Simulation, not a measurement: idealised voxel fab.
Process module, titled voxel released beams
FYI the section here is cut, 225 nm wide, cells are 5 nm squares.
A cross-section is written here as square cells arranged in a grid, and it is given in bands from the top down, each band taking up one or more rows of cells.
In this notation a band is specified by the heights of its top and bottom, in that order and in nm, after which its materials appear from left to right, each paired with its width in nm. The word "everywhere" attached to a single material means that material fills the band from edge to edge; the word "air" stands for empty space.
Convention: height 0 is the level below which the wafer, as received, is all one material. The lowest band does not terminate at the bottom but continues downward, represented as "0..down".
The width entry "30->40" should be interpreted row by row: the top row of cells in the band takes the first number, the bottom row takes the second number, and the change between adjacent rows is uniform throughout.
The designation "nothing altered", where it is given for a processing step, indicates that no cell of the cross-section was altered in the course of that step.
So "Trapped void list" is basically the list of trapped voids: any empty space of 8 cells or more that can't reach the top through an opening. They're written width x height at distance, the distance being from the left edge, and it's all nm.
What comes after the settings on a step's line is commentary from the simulator itself on that step.
overlay nm: for a step with a mask, the amount by which the mask lay right of where it was planned; a negative amount means left of it.
# Steps planned for the process
- 1: RECEIVE, material Si
- 2: CONFORMAL_DEP, material Al2O3, thk nm 10
- 3: DIRECTIONAL_DEP, material SiO2, thk nm 20
- 4: DIRECTIONAL_DEP, material aC, thk nm 15
- 5: PATTERN, tone open, mask id ANCHOR, material resist, width nm 45, thk nm 35, overlay nm 0
- 6: DIRECTIONAL_ETCH, etch materials aC, depth nm 15
- 7: STRIP, etch materials resist
- 8: DIRECTIONAL_ETCH, etch materials SiO2, depth nm 20
- 9: STRIP, etch materials aC
- 10: CONFORMAL_DEP, material polySi, thk nm 15
- 11: PATTERN, tone cover, mask id BEAM, material resist, width nm 120, thk nm 20, overlay nm 0
- 12: DIRECTIONAL_ETCH, etch materials polySi, depth nm 15
- 13: STRIP, etch materials resist
- 14: STRIP, etch materials SiO2
# First wafer, two in total, run as planned
# Step 1 complete: cross-section of the wafer as received
    0..down  Si everywhere
    Trapped void list: none
# You're looking at a cross-section of the wafer after step 2
    10..0  Al2O3 everywhere
    Anything lower than 0 is untouched.
# You're looking at a cross-section of the wafer after step 3
    30..10  SiO2 everywhere
    Anything lower than 10 is untouched.
# You're looking at a cross-section of the wafer after step 4
    45..30  aC everywhere
    Anything lower than 30 is untouched.
# You're looking at a cross-section of the wafer after step 5
    80..45  resist: 55; air: 45; resist: 125
    Anything lower than 45 is untouched.
# You're looking at a cross-section of the wafer after step 6
    65..45  resist: 55; air: 45; resist: 125
    45..30  aC: 55; air: 45; aC: 125
    Anything lower than 30 is untouched.
# You're looking at a cross-section of the wafer after step 7
    45..30  aC: 55; air: 45; aC: 125
    Anything lower than 30 is untouched.
# You're looking at a cross-section of the wafer after step 8
    45..30  aC: 55; air: 45; aC: 125
    30..10  SiO2: 55; air: 45; SiO2: 125
    Anything lower than 10 is untouched.
# You're looking at a cross-section of the wafer after step 9
    30..10  SiO2: 55; air: 45; SiO2: 125
    Anything lower than 10 is untouched.
# You're looking at a cross-section of the wafer after step 10
    45..30  polySi: 70; air: 15; polySi: 140
    30..25  SiO2: 55; polySi: 15; air: 15; polySi: 15; SiO2: 125
    25..10  SiO2: 55; polySi: 45; SiO2: 125
    Anything lower than 10 is untouched.
# You're looking at a cross-section of the wafer after step 11
    65..45  air: 50; resist: 120; air: 55
    45..30  polySi: 70; resist: 15; polySi: 140
    30..25  SiO2: 55; polySi: 15; resist: 15; polySi: 15; SiO2: 125
    Anything lower than 25 is untouched.
# You're looking at a cross-section of the wafer after step 12
    65..45  air: 50; resist: 120; air: 55
    45..30  air: 50; polySi: 20; resist: 15; polySi: 85; air: 55
    Anything lower than 30 is untouched.
# You're looking at a cross-section of the wafer after step 13
    45..30  air: 50; polySi: 20; air: 15; polySi: 85; air: 55
    30..25  SiO2: 55; polySi: 15; air: 15; polySi: 15; SiO2: 125
    Anything lower than 25 is untouched.
# You're looking at a cross-section of the wafer after step 14
    45..30  air: 50; polySi: 20; air: 15; polySi: 85; air: 55
    30..25  air: 55; polySi: 15; air: 15; polySi: 15; air: 125
    25..10  air: 55; polySi: 45; air: 125
    Anything lower than 10 is untouched.
# second wafer: like start, like plan, one mistake. Through step 1 it matches the first wafer
# Cross-sectional representation of the second wafer at the time designated in the plan for the completion of step 2
    20..0  SiO2 everywhere
    Anything lower than 0 is untouched.
# Cross-sectional representation of the second wafer at the time designated in the plan for the completion of step 3
    30..20  Al2O3 everywhere
    Anything lower than 20 is untouched.
# Cross-sectional representation of the second wafer at the time designated in the plan for the completion of step 4
    45..30  aC everywhere
    Anything lower than 30 is untouched.
# Cross-sectional representation of the second wafer at the time designated in the plan for the completion of step 5
    80..45  resist: 55; air: 45; resist: 125
    Anything lower than 45 is untouched.
# Cross-sectional representation of the second wafer at the time designated in the plan for the completion of step 6
    65..45  resist: 55; air: 45; resist: 125
    45..30  aC: 55; air: 45; aC: 125
    Anything lower than 30 is untouched.
# Cross-sectional representation of the second wafer at the time designated in the plan for the completion of step 7
    45..30  aC: 55; air: 45; aC: 125
    Anything lower than 30 is untouched.
Cross-sectional representation of the second wafer at the time designated in the plan for the completion of step 8: nothing altered
# Cross-sectional representation of the second wafer at the time designated in the plan for the completion of step 9
    30..20  Al2O3 everywhere
    Anything lower than 20 is untouched.
# Cross-sectional representation of the second wafer at the time designated in the plan for the completion of step 10
    45..30  polySi everywhere
    Anything lower than 30 is untouched.
# Cross-sectional representation of the second wafer at the time designated in the plan for the completion of step 11
    65..45  air: 50; resist: 120; air: 55
    Anything lower than 45 is untouched.
# Cross-sectional representation of the second wafer at the time designated in the plan for the completion of step 12
    65..45  air: 50; resist: 120; air: 55
    45..30  air: 50; polySi: 120; air: 55
    Anything lower than 30 is untouched.
# Cross-sectional representation of the second wafer at the time designated in the plan for the completion of step 13
    45..30  air: 50; polySi: 120; air: 55
    Anything lower than 30 is untouched.
Cross-sectional representation of the second wafer at the time designated in the plan for the completion of step 14: nothing altered
Deviation noted in wafer processing: mixed up steps 2 and 3 - ran each in the other's place
Final difference in cells, second wafer against first, listed per material as more or fewer: SiO2: 180 more; polySi: 24 fewer
